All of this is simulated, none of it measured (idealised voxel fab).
Documented hereafter: the process module known as voxel double patterning.
Each square cell in cross-section cut measures 5 nm, and the section as a whole is 265 nm wide.
Format of a cross-section: grid, square cells. Given as bands. Order: top down. Band: one or more rows of cells. Within each band entry, the heights of the top and of the bottom of the band appear first, in that order and in nm; the materials of the band then follow from left to right, each with its corresponding width in nm. The designation "throughout" on a single material indicates that it fills the band from edge to edge; the designation "air" indicates empty space. Ref level 0: as-received wafer is one material below here. Bottom band extends down with no lower bound ("0 nm and below"). Width: "30 to 40" (first number = top row, second number = bottom row, same change from row to row of cells). Any step labelled "everything unchanged" changed none of the cells in the cross-section. Sealed cavities: empty space of 8 cells or more with no open way to the top, each as width x height at its distance from the left edge, in nm. Heads up: the bit after the settings on a step's line is the simulator's remark on that step. overlay nm: mask offset rightward from planned place, masked step; negative means leftward offset.

## The steps planned for the process are as follows
1. RECEIVE | material Si
2. CONFORMAL_DEP | material SiO2 | thk nm 5
3. DIRECTIONAL_DEP | material TiN | thk nm 15
4. DIRECTIONAL_DEP | material SiN | thk nm 5
5. MASKED_ETCH | tone open | mask id FIRST | width nm 15 | pitch nm 50 | etch materials SiN | depth nm 5 | overlay nm 0
6. PATTERN | tone open | mask id SECOND | material resist | width nm 15 | pitch nm 50 | thk nm 15 | overlay nm 0
7. DIRECTIONAL_ETCH | etch materials SiN | depth nm 5
8. STRIP | etch materials resist
9. DIRECTIONAL_ETCH | etch materials TiN | depth nm 15
10. STRIP | etch materials SiN
Wafer-to-wafer difference: width nm, step 6. Common start. Plan = first wafer's value.

## Cross-sectional view of the first of several wafers in the as-received condition, corresponding to the state following step 1
	0 nm and below | Si throughout
	Sealed cavities: none

## First of several wafers: cross-section at the end of the module, after step 10, its last step
	20 nm to 5 nm | TiN 75 nm | air 15 nm | TiN 10 nm | air 15 nm | TiN 10 nm | air 15 nm | TiN 10 nm | air 15 nm | TiN 10 nm | air 15 nm | TiN 75 nm
	5 nm to 0 nm | SiO2 throughout
	0 nm and below | Si throughout
	Sealed cavities: none

## Cross-section, module end, final of several wafers
	20 nm to 5 nm | TiN 75 nm | air 15 nm | TiN 5 nm | air 45 nm | TiN 5 nm | air 45 nm | TiN 75 nm
	5 nm to 0 nm | SiO2 throughout
	0 nm and below | Si throughout
	Sealed cavities: none

## Per wafer (row), end of module: delta in cells per material since receipt, (+) for gained, (-) for lost; closed voids after that
width nm 15, +53 SiO2, +114 TiN, Sealed cavities: none
width nm 20, +53 SiO2, +108 TiN, Sealed cavities: none
width nm 25, +53 SiO2, +102 TiN, Sealed cavities: none
width nm 30, +53 SiO2, +96 TiN, Sealed cavities: none
